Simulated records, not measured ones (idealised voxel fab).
process module | voxel wiring stack
cross-section cut | 280 nm wide | cells 5 nm
A cross-section is a grid of square cells, given in bands from the top down. A band is one or more rows of cells.
Each band's line starts with the height of the band's top and of its bottom, in nm. Then come its materials from left to right, each with its width in nm. One material with "throughout" fills the band from edge to edge. "air" is empty space.
Height 0 is the level under which the wafer as received is all one material. The lowest band goes on downwards, as in "0 down".
A width such as "30 to 40" changes by the same amount from each row of cells to the next, from the band's top row to its bottom row.
"no change" after a step means that no cell of the cross-section changed.
closed voids: empty space of 8 cells or more with no open way to the top, each as width x height at its distance from the left edge, in nm
after a step's settings: what the simulator itself notes on the step
overlay nm, on a step with a mask: how far to the right of its planned place the mask lay; to the left if negative
plan
1 op RECEIVE | material Si
2 op CONFORMAL_DEP | material SiO2 | thk nm 10
3 op CONFORMAL_DEP | material SiCN | thk nm 5
4 op DIRECTIONAL_DEP | material lowk | thk nm 25
5 op DIRECTIONAL_DEP | material aC | thk nm 10
6 op PATTERN | tone open | mask id METAL_1 | material resist | width nm 30 | pitch nm 55 | thk nm 30 | overlay nm 0
7 op DIRECTIONAL_ETCH | etch materials aC | depth nm 10
8 op STRIP | etch materials resist
9 op DIRECTIONAL_ETCH | etch materials lowk | depth nm 25
10 op DIRECTIONAL_ETCH | etch materials SiCN | depth nm 5
11 op STRIP | etch materials aC
12 op CONFORMAL_DEP | material TiN | thk nm 5
13 op FILL_DEP | material Ru | thk nm 5
14 op CMP | height nm 40
15 op EPI | material Ru | thk nm 5
16 op FILL_DEP | material SiCN | thk nm 5
17 op DIRECTIONAL_DEP | material lowk | thk nm 15
18 op DIRECTIONAL_DEP | material aC | thk nm 15
19 op PATTERN | tone open | mask id PLUG_1 | material resist | width nm 15 | pitch nm 110 | thk nm 35 | overlay nm 0
20 op DIRECTIONAL_ETCH | etch materials aC | depth nm 15
21 op STRIP | etch materials resist
22 op DIRECTIONAL_ETCH | etch materials lowk | depth nm 15
23 op DIRECTIONAL_ETCH | etch materials SiCN | depth nm 5
24 op STRIP | etch materials aC
25 op EPI | material Ru | thk nm 10
26 op EPI | material Ru | thk nm 10
27 op DIRECTIONAL_DEP | material TiN | thk nm 5
28 op DIRECTIONAL_DEP | material W | thk nm 25
29 op DIRECTIONAL_DEP | material aC | thk nm 10
30 op PATTERN | tone cover | mask id METAL_2 | material resist | width nm 30 | pitch nm 55 | thk nm 30 | overlay nm 0
31 op DIRECTIONAL_ETCH | etch materials aC | depth nm 10
32 op STRIP | etch materials resist
33 op DIRECTIONAL_ETCH | etch materials W | depth nm 25
34 op DIRECTIONAL_ETCH | etch materials TiN | depth nm 5
35 op STRIP | etch materials aC
36 op CONFORMAL_DEP | material SiCN | thk nm 5
37 op FILL_DEP | material lowk | thk nm 5
38 op CMP | height nm 95
39 op CONFORMAL_DEP | material SiCN | thk nm 5
40 op DIRECTIONAL_DEP | material SiO2 | thk nm 20
41 op MASKED_ETCH | tone open | mask id PLUG_2 | width nm 15 | pitch nm 55 | etch materials SiO2 | depth nm 20 | overlay nm 0
42 op MASKED_ETCH | tone open | mask id PLUG_2 | width nm 15 | pitch nm 55 | etch materials SiCN | depth nm 5 | overlay nm 0
43 op EPI | material Ru | thk nm 10
44 op EPI | material Ru | thk nm 10
45 op EPI | material Ru | thk nm 5
46 op DIRECTIONAL_DEP | material TiN | thk nm 5
47 op DIRECTIONAL_DEP | material Ru | thk nm 25
48 op MASKED_ETCH | tone cover | mask id METAL_3 | width nm 30 | pitch nm 55 | etch materials Ru | depth nm 25 | overlay nm 0
49 op MASKED_ETCH | tone cover | mask id METAL_3 | width nm 30 | pitch nm 55 | etch materials TiN | depth nm 5 | overlay nm 0
50 op FILL_DEP | material lowk | thk nm 5
51 op CMP | height nm 150
52 op CONFORMAL_DEP | material SiN | thk nm 5
varied across the wafers: width nm of step 41. The plan shows the first wafer's value. All wafers start alike
first wafer as received, after step 1
  0 down: Si throughout
  closed voids: none
first wafer at the end, after step 52
  155 to 150: SiN throughout
  150 to 125: lowk 40 | Ru 30 | lowk 25 | Ru 30 | lowk 25 | Ru 30 | lowk 25 | Ru 30 | lowk 45
  125 to 120: lowk 40 | TiN 30 | lowk 25 | TiN 30 | lowk 25 | TiN 30 | lowk 25 | TiN 30 | lowk 45
  120 to 100: SiO2 40 | Ru 15 | SiO2 40 | Ru 15 | SiO2 40 | Ru 15 | SiO2 40 | Ru 15 | SiO2 60
  100 to 95: SiCN 40 | Ru 15 | SiCN 40 | Ru 15 | SiCN 40 | Ru 15 | SiCN 40 | Ru 15 | SiCN 60
  95 to 70: lowk 35 | SiCN 5 | W 30 | SiCN 5 | lowk 15 | SiCN 5 | W 30 | SiCN 5 | lowk 15 | SiCN 5 | W 30 | SiCN 5 | lowk 15 | SiCN 5 | W 30 | SiCN 5 | lowk 40
  70 to 65: SiCN 40 | TiN 30 | SiCN 25 | TiN 30 | SiCN 25 | TiN 30 | SiCN 25 | TiN 30 | SiCN 45
  65 to 50: lowk 40 | Ru 15 | lowk 95 | Ru 15 | lowk 115
  50 to 45: SiCN 40 | Ru 15 | SiCN 95 | Ru 15 | SiCN 115
  45 to 40: SiCN 35 | Ru 40 | SiCN 15 | Ru 40 | SiCN 15 | Ru 40 | SiCN 15 | Ru 40 | SiCN 40
  40 to 15: lowk 40 | TiN 5 | Ru 20 | TiN 5 | lowk 25 | TiN 5 | Ru 20 | TiN 5 | lowk 25 | TiN 5 | Ru 20 | TiN 5 | lowk 25 | TiN 5 | Ru 20 | TiN 5 | lowk 45
  15 to 10: SiCN 40 | TiN 30 | SiCN 25 | TiN 30 | SiCN 25 | TiN 30 | SiCN 25 | TiN 30 | SiCN 45
  10 to 0: SiO2 throughout
  0 down: Si throughout
  closed voids: none
last wafer at the end
  155 to 150: SiN throughout
  150 to 125: lowk 40 | Ru 30 | lowk 25 | Ru 30 | lowk 25 | Ru 30 | lowk 25 | Ru 30 | lowk 45
  125 to 120: lowk 40 | TiN 30 | lowk 25 | TiN 30 | lowk 25 | TiN 30 | lowk 25 | TiN 30 | lowk 45
  120 to 100: SiO2 35 | Ru 30 | SiO2 25 | Ru 30 | SiO2 25 | Ru 30 | SiO2 25 | Ru 30 | SiO2 50
  100 to 95: SiCN 40 | Ru 15 | SiCN 40 | Ru 15 | SiCN 40 | Ru 15 | SiCN 40 | Ru 15 | SiCN 60
  95 to 70: lowk 35 | SiCN 5 | W 30 | SiCN 5 | lowk 15 | SiCN 5 | W 30 | SiCN 5 | lowk 15 | SiCN 5 | W 30 | SiCN 5 | lowk 15 | SiCN 5 | W 30 | SiCN 5 | lowk 40
  70 to 65: SiCN 40 | TiN 30 | SiCN 25 | TiN 30 | SiCN 25 | TiN 30 | SiCN 25 | TiN 30 | SiCN 45
  65 to 50: lowk 40 | Ru 15 | lowk 95 | Ru 15 | lowk 115
  50 to 45: SiCN 40 | Ru 15 | SiCN 95 | Ru 15 | SiCN 115
  45 to 40: SiCN 35 | Ru 40 | SiCN 15 | Ru 40 | SiCN 15 | Ru 40 | SiCN 15 | Ru 40 | SiCN 40
  40 to 15: lowk 40 | TiN 5 | Ru 20 | TiN 5 | lowk 25 | TiN 5 | Ru 20 | TiN 5 | lowk 25 | TiN 5 | Ru 20 | TiN 5 | lowk 25 | TiN 5 | Ru 20 | TiN 5 | lowk 45
  15 to 10: SiCN 40 | TiN 30 | SiCN 25 | TiN 30 | SiCN 25 | TiN 30 | SiCN 25 | TiN 30 | SiCN 45
  10 to 0: SiO2 throughout
  0 down: Si throughout
  closed voids: none
each wafer at the end: cells of each material gained (+) or lost (-) since it was received, then its closed voids
width nm 15 | +316 Ru | +222 SiCN | +56 SiN | +288 SiO2 | +112 TiN | +120 W | +622 lowk | closed voids: none
width nm 20 | +332 Ru | +222 SiCN | +56 SiN | +272 SiO2 | +112 TiN | +120 W | +622 lowk | closed voids: none
width nm 25 | +348 Ru | +222 SiCN | +56 SiN | +256 SiO2 | +112 TiN | +120 W | +622 lowk | closed voids: none
width nm 30 | +364 Ru | +222 SiCN | +56 SiN | +240 SiO2 | +112 TiN | +120 W | +622 lowk | closed voids: none
